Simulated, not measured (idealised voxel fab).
Name of the process module below: voxel gate over fins
Section cut is 215 nm wide and gridded with 5 nm square cells.
Cross-section layout: square cells on a grid; listed as bands, top to bottom; a band spans one or more cell rows.
Band: top height; bottom height; in nm. Then, left to right: material with width in nm, for each material. "throughout": a single material spanning edge to edge. "empty": empty space.
Basically, 0 is our baseline, since under it the wafer straight out of the box is all one material. The bottom band has no lower end and keeps on going down, so it looks like "0 down".
When a width is written as two numbers, as in "30->40", the first number is the width in the top row of cells of the band and the second is the width in its bottom row, and the width changes by the same amount from each row to the next.
"remained unchanged" (step): cross-section cells unchanged, all of them.
"Closed internal cavities" enumerates empty spaces isolated from the top, with no open way to it, that contain at least 8 cells, giving each as width x height at distance from the left edge, all three in nm.
That trailing text on a step's line, after the settings, is the simulator's own remark on the step.
Regarding "overlay nm": on a step with a mask, it is the distance the mask lay to the right of its planned place; a negative value places it to the left.
### So here's the lineup of process steps we planned
1,RECEIVE, material Si
2,CONFORMAL_DEP, material SiN, thk nm 10
3,DIRECTIONAL_DEP, material aC, thk nm 10
4,PATTERN, tone cover, mask id FINS, material resist, width nm 15, pitch nm 40, thk nm 30, overlay nm 0
5,DIRECTIONAL_ETCH, etch materials aC, depth nm 10
6,STRIP, etch materials resist
7,DIRECTIONAL_ETCH, etch materials SiN, depth nm 10
8,DIRECTIONAL_ETCH, etch materials Si, depth nm 30
9,STRIP, etch materials aC
10,OXIDIZE, depth nm 5
11,FILL_DEP, material SiO2, thk nm 5
12,CMP, height nm 10
13,SELECTIVE_ETCH, etch materials SiO2, depth nm 20
14,STRIP, etch materials SiN
15,CONFORMAL_DEP, material HfO2, thk nm 5
16,CONFORMAL_DEP, material TiN, thk nm 5
17,FILL_DEP, material W, thk nm 10
18,CMP, height nm 15
19,CONFORMAL_DEP, material SiCN, thk nm 5
Same starting wafers, different width nm at step 4. Plan value belongs to the first wafer.
### First of several wafers, received after step 1, in cross-section
- 0 down: Si throughout
- Closed internal cavities: none
### first wafer at the end, after step 19
- 20 to 15: SiCN throughout
- 15 to 10: W throughout
- 10 to 5: 55 nm W | 25 nm TiN | 15 nm W | 25 nm TiN | 15 nm W | 25 nm TiN | 55 nm W
- 5 to 0: 55 nm W | 5 nm TiN | 15 nm HfO2 | 5 nm TiN | 15 nm W | 5 nm TiN | 15 nm HfO2 | 5 nm TiN | 15 nm W | 5 nm TiN | 15 nm HfO2 | 5 nm TiN | 55 nm W
- 0 to -5: 60 nm TiN | 5 nm HfO2 | 5 nm Si | 5 nm HfO2 | 25 nm TiN | 5 nm HfO2 | 5 nm Si | 5 nm HfO2 | 25 nm TiN | 5 nm HfO2 | 5 nm Si | 5 nm HfO2 | 60 nm TiN
- -5 to -10: 65 nm HfO2 | 5 nm Si | 35 nm HfO2 | 5 nm Si | 35 nm HfO2 | 5 nm Si | 65 nm HfO2
- -10 to -35: 65 nm SiO2 | 5 nm Si | 35 nm SiO2 | 5 nm Si | 35 nm SiO2 | 5 nm Si | 65 nm SiO2
- -35 down: Si throughout
- Closed internal cavities: none
### Here we cross-sectioned the last of the wafers once the module was done
- 20 to 15: SiCN throughout
- 15 to 10: W throughout
- 10 to 5: 50 nm W | 35 nm TiN | 5 nm W | 35 nm TiN | 5 nm W | 35 nm TiN | 50 nm W
- 5 to 0: 50 nm W | 5 nm TiN | 25 nm HfO2 | 5 nm TiN | 5 nm W | 5 nm TiN | 25 nm HfO2 | 5 nm TiN | 5 nm W | 5 nm TiN | 25 nm HfO2 | 5 nm TiN | 50 nm W
- 0 to -5: 55 nm TiN | 5 nm HfO2 | 15 nm Si | 5 nm HfO2 | 15 nm TiN | 5 nm HfO2 | 15 nm Si | 5 nm HfO2 | 15 nm TiN | 5 nm HfO2 | 15 nm Si | 5 nm HfO2 | 55 nm TiN
- -5 to -10: 60 nm HfO2 | 15 nm Si | 25 nm HfO2 | 15 nm Si | 25 nm HfO2 | 15 nm Si | 60 nm HfO2
- -10 to -35: 60 nm SiO2 | 15 nm Si | 25 nm SiO2 | 15 nm Si | 25 nm SiO2 | 15 nm Si | 60 nm SiO2
- -35 down: Si throughout
- Closed internal cavities: none
### Where each wafer stands at the end of the module, a row apiece: cells of each material gained (+) or lost (-) since it was received, then closed voids
width nm 15; +55 HfO2; -280 Si; +43 SiCN; +200 SiO2; +55 TiN; +99 W; Closed internal cavities: none
width nm 20; +55 HfO2; -259 Si; +43 SiCN; +185 SiO2; +55 TiN; +93 W; Closed internal cavities: none
width nm 25; +55 HfO2; -238 Si; +43 SiCN; +170 SiO2; +55 TiN; +87 W; Closed internal cavities: none
